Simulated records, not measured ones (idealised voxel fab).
The following process module bears the name voxel lift off.
Cross-section cut spans 300 nm and uses square cells 5 nm in size.
In what follows, cross-sections appear as grids of square cells, described through bands that run from the top down, where every band is one or more rows of cells.
What a band's entry tells you: where the top is and where the bottom is, as heights in nm, and after that what lies inside, material by material from left to right, each with its width in nm. Empty space is written as the word "blank", and a single material marked with the word "edge to edge" occupies the band from edge to edge.
The level at which height equals 0 is the one under which the wafer, as it arrives, is entirely one material. No lower edge exists for the bottom band, which continues downward and is notated as in "0 nm and below".
Think of "30 to 40" as a width that walks from the first number to the second as you go down the band, top row to bottom row, taking equal-sized steps from row to row.
The cross-section has no changed cell in any step marked "stayed the same".
The list in "Sealed internal voids" covers empty spaces of 8 cells or more that cannot reach the top through any open way, and it gives each as width x height at distance; the distance is from the left edge, and width, height and distance are in nm.
On each step's line, the part that comes after the settings is the simulator's own comment on the step.
overlay nm: for a step with a mask, the amount by which the mask lay right of where it was planned; a negative amount means left of it.
Intended process steps:
1 RECEIVE (material Si)
2 CONFORMAL_DEP (material Al2O3; thk nm 5)
3 PATTERN (tone open; mask id LINES; material resist; width nm 20; pitch nm 45; thk nm 15; overlay nm 0)
4 DIRECTIONAL_DEP (material Ru; thk nm 5)
5 STRIP (etch materials resist)
6 CONFORMAL_DEP (material SiO2; thk nm 5)
First of two wafers - as planned:
Cross-section, incoming material, after step 1:
> 0 nm and below: Si edge to edge
> Sealed internal voids: none
After step 2:
> 5 nm to 0 nm: Al2O3 edge to edge
> Under the height 0 nothing was changed.
After step 3:
> 20 nm to 5 nm: resist 95 nm / blank 20 nm / resist 25 nm / blank 20 nm / resist 25 nm / blank 20 nm / resist 95 nm
> Under the height 5 nothing was changed.
After step 4:
> 25 nm to 20 nm: Ru 95 nm / blank 20 nm / Ru 25 nm / blank 20 nm / Ru 25 nm / blank 20 nm / Ru 95 nm
> 20 nm to 10 nm: resist 95 nm / blank 20 nm / resist 25 nm / blank 20 nm / resist 25 nm / blank 20 nm / resist 95 nm
> 10 nm to 5 nm: resist 95 nm / Ru 20 nm / resist 25 nm / Ru 20 nm / resist 25 nm / Ru 20 nm / resist 95 nm
> Under the height 5 nothing was changed.
After step 5:
> 10 nm to 5 nm: blank 95 nm / Ru 20 nm / blank 25 nm / Ru 20 nm / blank 25 nm / Ru 20 nm / blank 95 nm
> Under the height 5 nothing was changed.
After step 6:
> 15 nm to 10 nm: blank 90 nm / SiO2 30 nm / blank 15 nm / SiO2 30 nm / blank 15 nm / SiO2 30 nm / blank 90 nm
> 10 nm to 5 nm: SiO2 95 nm / Ru 20 nm / SiO2 25 nm / Ru 20 nm / SiO2 25 nm / Ru 20 nm / SiO2 95 nm
> Under the height 5 nothing was changed.
Wafer two of two - same starting point, same process plan, one mistake in execution; matches wafer one up to and including step 3:
What the second wafer looks like in cross-section when step 4 should have wrapped up: stayed the same
What the second wafer looks like in cross-section when step 5 should have wrapped up:
> 5 nm to 0 nm: Al2O3 edge to edge
> Under the height 0 nothing was changed.
What the second wafer looks like in cross-section when step 6 should have wrapped up:
> 10 nm to 5 nm: SiO2 edge to edge
> Under the height 5 nothing was changed.
Misprocessing identified: step 4 was dropped from the plan's execution and never run
Final wafer comparison in cells, second versus first, more or fewer per material: -12 Ru, -6 SiO2
